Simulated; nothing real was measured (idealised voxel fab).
process module | voxel wiring stack
cross-section cut | 205 nm wide | cells 5 nm
A cross-section is a grid of square cells, given in bands from the top down. A band is one or more rows of cells.
Each band's line starts with the height of the band's top and of its bottom, in nm. Then come its materials from left to right, each with its width in nm. One material with "throughout" fills the band from edge to edge. "air" is empty space.
Height 0 is the level under which the wafer as received is all one material. The lowest band goes on downwards, as in "0 down".
A width such as "30 to 40" changes by the same amount from each row of cells to the next, from the band's top row to its bottom row.
"no change" after a step means that no cell of the cross-section changed.
closed voids: empty space of 8 cells or more with no open way to the top, each as width x height at its distance from the left edge, in nm
after a step's settings: what the simulator itself notes on the step
overlay nm, on a step with a mask: how far to the right of its planned place the mask lay; to the left if negative
plan
1 op RECEIVE | material Si
2 op CONFORMAL_DEP | material SiO2 | thk nm 15
3 op DIRECTIONAL_DEP | material TiN | thk nm 5
4 op DIRECTIONAL_DEP | material W | thk nm 20
5 op DIRECTIONAL_DEP | material aC | thk nm 10
6 op PATTERN | tone cover | mask id METAL_1 | material resist | width nm 20 | pitch nm 35 | thk nm 30 | overlay nm 0
7 op DIRECTIONAL_ETCH | etch materials aC | depth nm 10
8 op STRIP | etch materials resist
9 op DIRECTIONAL_ETCH | etch materials W | depth nm 20
10 op DIRECTIONAL_ETCH | etch materials TiN | depth nm 5
11 op STRIP | etch materials aC
12 op CONFORMAL_DEP | material SiN | thk nm 5
13 op FILL_DEP | material SiO2 | thk nm 5
14 op CMP | height nm 40
15 op CONFORMAL_DEP | material SiCN | thk nm 5
16 op DIRECTIONAL_DEP | material lowk | thk nm 30
17 op MASKED_ETCH | tone open | mask id METAL_2_HOLES | width nm 15 | pitch nm 70 | etch materials lowk | depth nm 30 | overlay nm 0
18 op PATTERN | tone open | mask id METAL_2 | material resist | width nm 20 | pitch nm 35 | thk nm 20 | overlay nm 0
19 op DIRECTIONAL_ETCH | etch materials lowk | depth nm 15
20 op DIRECTIONAL_ETCH | etch materials SiCN | depth nm 5
21 op STRIP | etch materials resist
22 op CONFORMAL_DEP | material TiN | thk nm 5
23 op FILL_DEP | material Ru | thk nm 5
24 op CMP | height nm 75
25 op CONFORMAL_DEP | material SiCN | thk nm 5
26 op DIRECTIONAL_DEP | material SiO2 | thk nm 35
27 op DIRECTIONAL_DEP | material aC | thk nm 15
28 op PATTERN | tone open | mask id METAL_3 | material resist | width nm 20 | pitch nm 35 | thk nm 30 | overlay nm 0
29 op DIRECTIONAL_ETCH | etch materials aC | depth nm 15
30 op STRIP | etch materials resist
31 op DIRECTIONAL_ETCH | etch materials SiO2 | depth nm 20
32 op STRIP | etch materials aC
33 op MASKED_ETCH | tone open | mask id METAL_3_HOLES | width nm 15 | pitch nm 70 | etch materials SiO2 | depth nm 15 | overlay nm 0
34 op MASKED_ETCH | tone open | mask id METAL_3_HOLES | width nm 15 | pitch nm 70 | etch materials SiCN | depth nm 5 | overlay nm 0
35 op CONFORMAL_DEP | material TiN | thk nm 5
36 op FILL_DEP | material Ru | thk nm 5
37 op CMP | height nm 115
38 op CONFORMAL_DEP | material SiCN | thk nm 5
39 op DIRECTIONAL_DEP | material SiO2 | thk nm 35
40 op DIRECTIONAL_DEP | material aC | thk nm 10
41 op PATTERN | tone open | mask id METAL_4 | material resist | width nm 20 | pitch nm 35 | thk nm 25 | overlay nm 0
42 op DIRECTIONAL_ETCH | etch materials aC | depth nm 10
43 op STRIP | etch materials resist
44 op DIRECTIONAL_ETCH | etch materials SiO2 | depth nm 20
45 op STRIP | etch materials aC
46 op PATTERN | tone open | mask id METAL_4_HOLES | material resist | width nm 15 | pitch nm 70 | thk nm 20 | overlay nm 0
47 op DIRECTIONAL_ETCH | etch materials SiO2 | depth nm 15
48 op DIRECTIONAL_ETCH | etch materials SiCN | depth nm 5
49 op STRIP | etch materials resist
50 op CONFORMAL_DEP | material TiN | thk nm 5
51 op FILL_DEP | material Cu | thk nm 10
52 op CMP | height nm 155
53 op CONFORMAL_DEP | material SiCN | thk nm 5
as received, after step 1
  0 down: Si throughout
  closed voids: none
a wafer at the end: this start, this plan, one mistake
  160 to 155: SiCN throughout
  155 to 140: SiO2 40 | TiN 5 | Cu 10 | TiN 5 | SiO2 15 | TiN 5 | Cu 10 | TiN 5 | SiO2 15 | TiN 5 | Cu 10 | TiN 5 | SiO2 15 | TiN 5 | Cu 10 | TiN 5 | SiO2 40
  140 to 135: SiO2 40 | TiN 5 | Cu 5 | TiN 10 | SiO2 15 | TiN 20 | SiO2 15 | TiN 5 | Cu 5 | TiN 10 | SiO2 15 | TiN 20 | SiO2 40
  135 to 120: SiO2 40 | TiN 5 | Cu 5 | TiN 5 | SiO2 55 | TiN 5 | Cu 5 | TiN 5 | SiO2 80
  120 to 115: SiCN 40 | TiN 15 | SiCN 55 | TiN 15 | SiCN 80
  115 to 100: SiO2 40 | TiN 5 | Ru 10 | TiN 5 | SiO2 15 | TiN 5 | Ru 10 | TiN 5 | SiO2 15 | TiN 5 | Ru 10 | TiN 5 | SiO2 15 | TiN 5 | Ru 10 | TiN 5 | SiO2 40
  100 to 95: SiO2 40 | TiN 5 | Ru 5 | TiN 10 | SiO2 15 | TiN 20 | SiO2 15 | TiN 5 | Ru 5 | TiN 10 | SiO2 15 | TiN 20 | SiO2 40
  95 to 80: SiO2 40 | TiN 5 | Ru 5 | TiN 5 | SiO2 55 | TiN 5 | Ru 5 | TiN 5 | SiO2 80
  80 to 75: SiCN 40 | TiN 15 | SiCN 55 | TiN 15 | SiCN 80
  75 to 65: lowk 40 | TiN 5 | Ru 15 | TiN 5 | lowk 15 | TiN 5 | Ru 10 | TiN 5 | lowk 10 | TiN 5 | Ru 15 | TiN 5 | lowk 15 | TiN 5 | Ru 10 | TiN 5 | lowk 35
  65 to 60: lowk 40 | TiN 5 | Ru 5 | TiN 15 | lowk 15 | TiN 20 | lowk 10 | TiN 5 | Ru 5 | TiN 15 | lowk 15 | TiN 20 | lowk 35
  60 to 50: lowk 40 | TiN 5 | Ru 5 | TiN 5 | lowk 55 | TiN 5 | Ru 5 | TiN 5 | lowk 80
  50 to 45: lowk 40 | TiN 15 | lowk 55 | TiN 15 | lowk 80
  45 to 40: SiCN 45 | TiN 10 | SiCN 60 | TiN 10 | SiCN 80
  40 to 20: SiO2 35 | SiN 5 | W 20 | SiN 5 | SiO2 5 | SiN 5 | W 20 | SiN 5 | SiO2 5 | SiN 5 | W 20 | SiN 5 | SiO2 5 | SiN 5 | W 20 | SiN 5 | SiO2 35
  20 to 15: SiN 40 | TiN 20 | SiN 15 | TiN 20 | SiN 15 | TiN 20 | SiN 15 | TiN 20 | SiN 40
  15 to 0: SiO2 throughout
  0 down: Si throughout
  closed voids: none
what went wrong: step 18 ran as: op PATTERN | tone open | mask id METAL_2 | material resist | width nm 20 | pitch nm 35 | thk nm 20 | overlay nm 5
